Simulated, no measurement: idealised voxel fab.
Process module name: voxel capacitor over wiring
The cross-section shown here is cut; it is 155 nm wide and divided into square cells measuring 5 nm on a side.
Cross-section layout: square cells on a grid; listed as bands, top to bottom; a band spans one or more cell rows. The entry gives the band's vertical extent as a top height and a bottom height in nm, then its horizontal make-up as materials from left to right, each with a width in nm. "air" stands for empty space; a single material marked "throughout" fills the band edge to edge. Measure heights from 0. That's the level where, below it, the as-received wafer is all one material. The lowest band is bottomless and extends downward; write it as in "0 and below". Quick explanation for "30->40": the width changes in equal steps down the rows of cells, from the first number in the band's top row to the second number in its bottom row. "same as before", as given for a step, is the statement that not any cell of the cross-section underwent a change during that step. Enclosed void list: empty space of 8 cells or more with no open way to the top, each as width x height at its distance from the left edge, in nm. The remark found on a step's line after its settings is issued by the simulator itself and pertains to that step. overlay nm: mask offset rightward from planned place, masked step; negative means leftward offset.
## Process steps (planned)
step 1: RECEIVE, material Si
step 2: CONFORMAL_DEP, material SiO2, thk nm 15
step 3: CONFORMAL_DEP, material SiCN, thk nm 5
step 4: DIRECTIONAL_DEP, material SiO2, thk nm 20
step 5: DIRECTIONAL_DEP, material aC, thk nm 10
step 6: PATTERN, tone open, mask id METAL_1, material resist, width nm 30, pitch nm 85, thk nm 30, overlay nm 0
step 7: DIRECTIONAL_ETCH, etch materials aC, depth nm 10
step 8: STRIP, etch materials resist
step 9: DIRECTIONAL_ETCH, etch materials SiO2, depth nm 20
step 10: DIRECTIONAL_ETCH, etch materials SiCN, depth nm 5
step 11: STRIP, etch materials aC
step 12: CONFORMAL_DEP, material TiN, thk nm 5
step 13: FILL_DEP, material Cu, thk nm 10
step 14: CMP, height nm 40
step 15: EPI, material Ru, thk nm 5
step 16: FILL_DEP, material SiCN, thk nm 5
step 17: DIRECTIONAL_DEP, material lowk, thk nm 20
step 18: DIRECTIONAL_DEP, material aC, thk nm 10
step 19: PATTERN, tone open, mask id PLUG_1, material resist, width nm 15, thk nm 30, overlay nm 0
step 20: DIRECTIONAL_ETCH, etch materials aC, depth nm 10
step 21: STRIP, etch materials resist
step 22: DIRECTIONAL_ETCH, etch materials lowk, depth nm 20
step 23: DIRECTIONAL_ETCH, etch materials SiCN, depth nm 5
step 24: STRIP, etch materials aC
step 25: EPI, material Ru, thk nm 10
step 26: EPI, material Ru, thk nm 10
step 27: EPI, material Ru, thk nm 5
step 28: DIRECTIONAL_DEP, material TiN, thk nm 5
step 29: DIRECTIONAL_DEP, material HfO2, thk nm 5
step 30: DIRECTIONAL_DEP, material TiN, thk nm 5
step 31: PATTERN, tone cover, mask id UPPER_PLATE, material resist, width nm 60, thk nm 15, overlay nm 0
step 32: DIRECTIONAL_ETCH, etch materials TiN, depth nm 5
step 33: DIRECTIONAL_ETCH, etch materials HfO2, depth nm 5
step 34: STRIP, etch materials resist
step 35: DIRECTIONAL_DEP, material aC, thk nm 15
step 36: PATTERN, tone cover, mask id LOWER_PLATE, material resist, width nm 70, thk nm 35, overlay nm 0
step 37: DIRECTIONAL_ETCH, etch materials aC, depth nm 15
step 38: STRIP, etch materials resist
step 39: DIRECTIONAL_ETCH, etch materials TiN, depth nm 5
step 40: STRIP, etch materials aC
step 41: FILL_DEP, material SiO2, thk nm 15
step 42: CMP, height nm 95
step 43: MASKED_ETCH, tone open, mask id PLUG_2, width nm 15, etch materials SiO2, depth nm 10, overlay nm 0
step 44: CONFORMAL_DEP, material TiN, thk nm 5
step 45: FILL_DEP, material W, thk nm 10
step 46: CMP, height nm 95
step 47: CONFORMAL_DEP, material SiCN, thk nm 5
## Cross-sectional view of the wafer in its as-received condition, corresponding to the state after step 1
0 and below  Si throughout
Enclosed void list: none
## End-of-module XS, first of two wafers, run as planned
100 down to 95  SiCN throughout
95 down to 90  SiO2=45, then TiN=5, then W=5, then TiN=5, then SiO2=95
90 down to 80  SiO2=45->35, then TiN=15->60, then SiO2=95->60
80 down to 75  SiO2=35, then HfO2=60, then SiO2=60
75 down to 70  SiO2=30, then TiN=70, then SiO2=55
70 down to 50  lowk=35, then Ru=15, then lowk=105
50 down to 45  SiCN=35, then Ru=15, then SiCN=105
45 down to 40  SiCN=15, then Ru=40, then SiCN=45, then Ru=40, then SiCN=15
40 down to 20  SiO2=20, then TiN=5, then Cu=20, then TiN=5, then SiO2=55, then TiN=5, then Cu=20, then TiN=5, then SiO2=20
20 down to 15  SiCN=20, then TiN=30, then SiCN=55, then TiN=30, then SiCN=20
15 down to 0  SiO2 throughout
0 and below  Si throughout
Enclosed void list: none
## This cross-section belongs to the second wafer of two at the end of the module; the start and the plan were shared with the first, and the run included one mistake
100 down to 95  SiCN throughout
95 down to 90  SiO2=45, then TiN=5, then W=5, then TiN=5, then SiO2=95
90 down to 80  SiO2=45, then TiN=15->55, then SiO2=95->55
80 down to 75  SiO2=45, then HfO2=60, then SiO2=50
75 down to 70  SiO2=30, then TiN=75, then SiO2=50
70 down to 50  lowk=35, then Ru=15, then lowk=105
50 down to 45  SiCN=35, then Ru=15, then SiCN=105
45 down to 40  SiCN=15, then Ru=40, then SiCN=45, then Ru=40, then SiCN=15
40 down to 20  SiO2=20, then TiN=5, then Cu=20, then TiN=5, then SiO2=55, then TiN=5, then Cu=20, then TiN=5, then SiO2=20
20 down to 15  SiCN=20, then TiN=30, then SiCN=55, then TiN=30, then SiCN=20
15 down to 0  SiO2 throughout
0 and below  Si throughout
Enclosed void list: none
Run error: step 31 changed vs plan, executed as PATTERN, tone cover, mask id UPPER_PLATE, material resist, width nm 60, thk nm 15, overlay nm 10
When the process is done, the second wafer contains the same cell count of every material as the first wafer, but distributed over other locations.
